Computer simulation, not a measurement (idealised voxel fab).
The document below concerns the process module designated voxel wiring stack.
Square cells of 5 nm make up the cross-section cut, whose width is 200 nm.
Throughout this document, each cross-section is represented as a grid of square cells and is presented as a sequence of bands enumerated from the top downward, where a band comprises one or more rows of cells. Top, bottom (nm), then materials left to right with widths (nm); lone material tagged "full width" fills the whole band edge to edge; "air" = empty space. Measure heights from 0. That's the level where, below it, the as-received wafer is all one material. The lowest band is bottomless and extends downward; write it as in "0 nm and below". It should be noted that a width expressed as "30..40" varies in equal increments from row to row of cells within the band, taking the value of the first number at the top row and that of the second number at the bottom row. Step marked "no change occurred"? Then no cell in the cross-section changed in it. Under "Unvented internal voids" you'll find the enclosed gaps, the ones with no way out to the top, that are 8 cells or bigger; each reads width x height at distance, with distance counted from the left edge, everything in nm. Read whatever lies past the settings on a step's line as the simulator's own remark about the step. overlay nm: mask right of planned place by this much (step with mask). Neg. = left.
### Process steps (planned)
1: RECEIVE (material Si)
2: CONFORMAL_DEP (material SiO2; thk nm 10)
3: DIRECTIONAL_DEP (material TiN; thk nm 5)
4: DIRECTIONAL_DEP (material W; thk nm 15)
5: DIRECTIONAL_DEP (material aC; thk nm 10)
6: PATTERN (tone cover; mask id METAL_1; material resist; width nm 30; pitch nm 60; thk nm 25; overlay nm 0)
7: DIRECTIONAL_ETCH (etch materials aC; depth nm 10)
8: STRIP (etch materials resist)
9: DIRECTIONAL_ETCH (etch materials W; depth nm 15)
10: DIRECTIONAL_ETCH (etch materials TiN; depth nm 5)
11: STRIP (etch materials aC)
12: FILL_DEP (material lowk; thk nm 10)
13: CMP (height nm 30)
14: CONFORMAL_DEP (material SiCN; thk nm 5)
15: DIRECTIONAL_DEP (material SiO2; thk nm 30)
16: MASKED_ETCH (tone open; mask id METAL_2_HOLES; width nm 15; pitch nm 120; etch materials SiO2; depth nm 30; overlay nm 0)
17: MASKED_ETCH (tone open; mask id METAL_2; width nm 30; pitch nm 60; etch materials SiO2; depth nm 15; overlay nm 0)
18: MASKED_ETCH (tone open; mask id METAL_2; width nm 30; pitch nm 60; etch materials SiCN; depth nm 5; overlay nm 0)
19: CONFORMAL_DEP (material TiN; thk nm 5)
20: FILL_DEP (material Ru; thk nm 5)
21: CMP (height nm 65)
22: CONFORMAL_DEP (material SiCN; thk nm 5)
23: DIRECTIONAL_DEP (material SiO2; thk nm 15)
24: MASKED_ETCH (tone open; mask id PLUG_2; width nm 15; pitch nm 60; etch materials SiO2; depth nm 15; overlay nm 0)
25: MASKED_ETCH (tone open; mask id PLUG_2; width nm 15; pitch nm 60; etch materials SiCN; depth nm 5; overlay nm 0)
26: EPI (material Ru; thk nm 10)
27: EPI (material Ru; thk nm 10)
28: CONFORMAL_DEP (material SiN; thk nm 5)
29: DIRECTIONAL_DEP (material SiO2; thk nm 25)
30: PATTERN (tone open; mask id METAL_3; material resist; width nm 30; pitch nm 60; thk nm 20; overlay nm 0)
31: DIRECTIONAL_ETCH (etch materials SiO2; depth nm 25)
32: DIRECTIONAL_ETCH (etch materials SiN; depth nm 5)
33: STRIP (etch materials resist)
34: CONFORMAL_DEP (material TiN; thk nm 5)
35: FILL_DEP (material Ru; thk nm 5)
36: CMP (height nm 115)
37: CONFORMAL_DEP (material SiN; thk nm 5)
### Cross-section of the wafer at receipt, which is the condition after step 1
> 0 nm and below = Si full width
> Unvented internal voids: none
### Post-module cross-section of the first of two wafers (run per plan)
> 120 nm to 115 nm = SiN full width
> 115 nm to 90 nm = 25 of SiO2, then 5 of TiN, then 20 of Ru, then 5 of TiN, then 30 of SiO2, then 5 of TiN, then 20 of Ru, then 5 of TiN, then 30 of SiO2, then 5 of TiN, then 20 of Ru, then 5 of TiN, then 25 of SiO2
> 90 nm to 85 nm = 25 of SiN, then 30 of TiN, then 30 of SiN, then 30 of TiN, then 30 of SiN, then 30 of TiN, then 25 of SiN
> 85 nm to 70 nm = 25 of SiO2, then 15 of Ru, then 45 of SiO2, then 15 of Ru, then 45 of SiO2, then 15 of Ru, then 40 of SiO2
> 70 nm to 65 nm = 25 of SiCN, then 15 of Ru, then 45 of SiCN, then 15 of Ru, then 45 of SiCN, then 15 of Ru, then 40 of SiCN
> 65 nm to 55 nm = 25 of SiO2, then 5 of TiN, then 20 of Ru, then 5 of TiN, then 30 of SiO2, then 5 of TiN, then 20 of Ru, then 5 of TiN, then 30 of SiO2, then 5 of TiN, then 20 of Ru, then 5 of TiN, then 25 of SiO2
> 55 nm to 50 nm = 25 of SiO2, then 5 of TiN, then 5 of Ru, then 20 of TiN, then 30 of SiO2, then 30 of TiN, then 30 of SiO2, then 5 of TiN, then 5 of Ru, then 20 of TiN, then 25 of SiO2
> 50 nm to 35 nm = 25 of SiO2, then 5 of TiN, then 5 of Ru, then 5 of TiN, then 105 of SiO2, then 5 of TiN, then 5 of Ru, then 5 of TiN, then 40 of SiO2
> 35 nm to 30 nm = 25 of SiCN, then 15 of TiN, then 105 of SiCN, then 15 of TiN, then 40 of SiCN
> 30 nm to 15 nm = 25 of lowk, then 30 of W, then 30 of lowk, then 30 of W, then 30 of lowk, then 30 of W, then 25 of lowk
> 15 nm to 10 nm = 25 of lowk, then 30 of TiN, then 30 of lowk, then 30 of TiN, then 30 of lowk, then 30 of TiN, then 25 of lowk
> 10 nm to 0 nm = SiO2 full width
> 0 nm and below = Si full width
> Unvented internal voids: none
### End-of-module cross-section of the second wafer: identical starting point and process plan to the first, with one processing mistake
> 120 nm to 115 nm = SiN full width
> 115 nm to 90 nm = 25 of SiO2, then 5 of TiN, then 20 of Ru, then 5 of TiN, then 30 of SiO2, then 5 of TiN, then 20 of Ru, then 5 of TiN, then 30 of SiO2, then 5 of TiN, then 20 of Ru, then 5 of TiN, then 25 of SiO2
> 90 nm to 85 nm = 25 of SiN, then 30 of TiN, then 30 of SiN, then 30 of TiN, then 30 of SiN, then 30 of TiN, then 25 of SiN
> 85 nm to 70 nm = 15 of SiO2, then 15 of Ru, then 45 of SiO2, then 15 of Ru, then 45 of SiO2, then 15 of Ru, then 50 of SiO2
> 70 nm to 65 nm = 25 of SiCN, then 5 of Ru, then 55 of SiCN, then 5 of Ru, then 55 of SiCN, then 5 of Ru, then 50 of SiCN
> 65 nm to 55 nm = 25 of SiO2, then 5 of TiN, then 20 of Ru, then 5 of TiN, then 30 of SiO2, then 5 of TiN, then 20 of Ru, then 5 of TiN, then 30 of SiO2, then 5 of TiN, then 20 of Ru, then 5 of TiN, then 25 of SiO2
> 55 nm to 50 nm = 25 of SiO2, then 5 of TiN, then 5 of Ru, then 20 of TiN, then 30 of SiO2, then 30 of TiN, then 30 of SiO2, then 5 of TiN, then 5 of Ru, then 20 of TiN, then 25 of SiO2
> 50 nm to 35 nm = 25 of SiO2, then 5 of TiN, then 5 of Ru, then 5 of TiN, then 105 of SiO2, then 5 of TiN, then 5 of Ru, then 5 of TiN, then 40 of SiO2
> 35 nm to 30 nm = 25 of SiCN, then 15 of TiN, then 105 of SiCN, then 15 of TiN, then 40 of SiCN
> 30 nm to 15 nm = 25 of lowk, then 30 of W, then 30 of lowk, then 30 of W, then 30 of lowk, then 30 of W, then 25 of lowk
> 15 nm to 10 nm = 25 of lowk, then 30 of TiN, then 30 of lowk, then 30 of TiN, then 30 of lowk, then 30 of TiN, then 25 of lowk
> 10 nm to 0 nm = SiO2 full width
> 0 nm and below = Si full width
> Unvented internal voids: none
Run error: for step 24, the planned setting was not used; the step was instead run as MASKED_ETCH (tone open; mask id PLUG_2; width nm 15; pitch nm 60; etch materials SiO2; depth nm 15; overlay nm -10)
Counted in cells at the end, the second wafer holds more or fewer of these materials than the first: 6 fewer of Ru, 6 more of SiCN
